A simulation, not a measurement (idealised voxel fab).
Proc. module: voxel plated lines
FYI the section here is cut, 235 nm wide, cells are 5 nm squares.
Each cross-section below is a grid of square cells, stated as bands in top-down order, with one or more rows of cells making up each band. Per band: top height and bottom height in nm, followed by the left-to-right materials and their widths in nm; "edge to edge" marks a single material spanning edge to edge, "blank" marks empty space. Beneath 0, the wafer as received is one material, and that level is where height counting begins. The lowest band goes on downward without a bottom; it is written like "top 0, no bottom". Note: "30->40" means the width goes from the first number (top row of the band) to the second number (bottom row) in equal steps per row of cells. Step marked "nothing was modified"? Then no cell in the cross-section changed in it. "Voids, sealed" contains a list of empty spaces, each no smaller than 8 cells and without an open way to the top, written in the form width x height at distance with the distance from the left edge and all three in nm. On each step's line, the part that comes after the settings is the simulator's own comment on the step. overlay nm: where the mask lay relative to plan, measured to the right, on steps with a mask; negatives go left.
# Intended process steps
- 1: RECEIVE with material Si
- 2: CONFORMAL_DEP with material SiO2, thk nm 15
- 3: DIRECTIONAL_DEP with material TiN, thk nm 5
- 4: PATTERN with tone open, mask id LINES, material resist, width nm 25, pitch nm 45, thk nm 20, overlay nm 0
- 5: EPI with material Ru, thk nm 10
- 6: STRIP with etch materials resist
- 7: DIRECTIONAL_ETCH with etch materials TiN, depth nm 5
- 8: CONFORMAL_DEP with material SiO2, thk nm 5
# Received-state cross-section, reflecting completion of step 1
  top 0, no bottom: Si edge to edge
  Voids, sealed: none
# The first of the two wafers as seen in cross-section once the module was finished; processing followed the plan
  top 35, bottom 30: 55 blank, then 35 SiO2, then 10 blank, then 35 SiO2, then 10 blank, then 35 SiO2, then 55 blank
  top 30, bottom 20: 55 blank, then 5 SiO2, then 25 Ru, then 5 SiO2, then 10 blank, then 5 SiO2, then 25 Ru, then 5 SiO2, then 10 blank, then 5 SiO2, then 25 Ru, then 5 SiO2, then 55 blank
  top 20, bottom 15: 60 SiO2, then 25 TiN, then 20 SiO2, then 25 TiN, then 20 SiO2, then 25 TiN, then 60 SiO2
  top 15, bottom 0: SiO2 edge to edge
  top 0, no bottom: Si edge to edge
  Voids, sealed: none
# The second wafer, shown in cross-section after the module: started the same way as the first and given the same plan, yet one mistake crept into how it was run
  top 45, bottom 40: 55 blank, then 35 SiO2, then 10 blank, then 35 SiO2, then 10 blank, then 35 SiO2, then 55 blank
  top 40, bottom 20: 55 blank, then 5 SiO2, then 25 Ru, then 5 SiO2, then 10 blank, then 5 SiO2, then 25 Ru, then 5 SiO2, then 10 blank, then 5 SiO2, then 25 Ru, then 5 SiO2, then 55 blank
  top 20, bottom 15: 60 SiO2, then 25 TiN, then 20 SiO2, then 25 TiN, then 20 SiO2, then 25 TiN, then 60 SiO2
  top 15, bottom 0: SiO2 edge to edge
  top 0, no bottom: Si edge to edge
  Voids, sealed: none
Heads up, the wafer didn't run the way we planned it: step 5 in the plan was executed twice
End of process, cell counts, second wafer against first, materials with more or fewer: Ru: 30 more | SiO2: 12 more
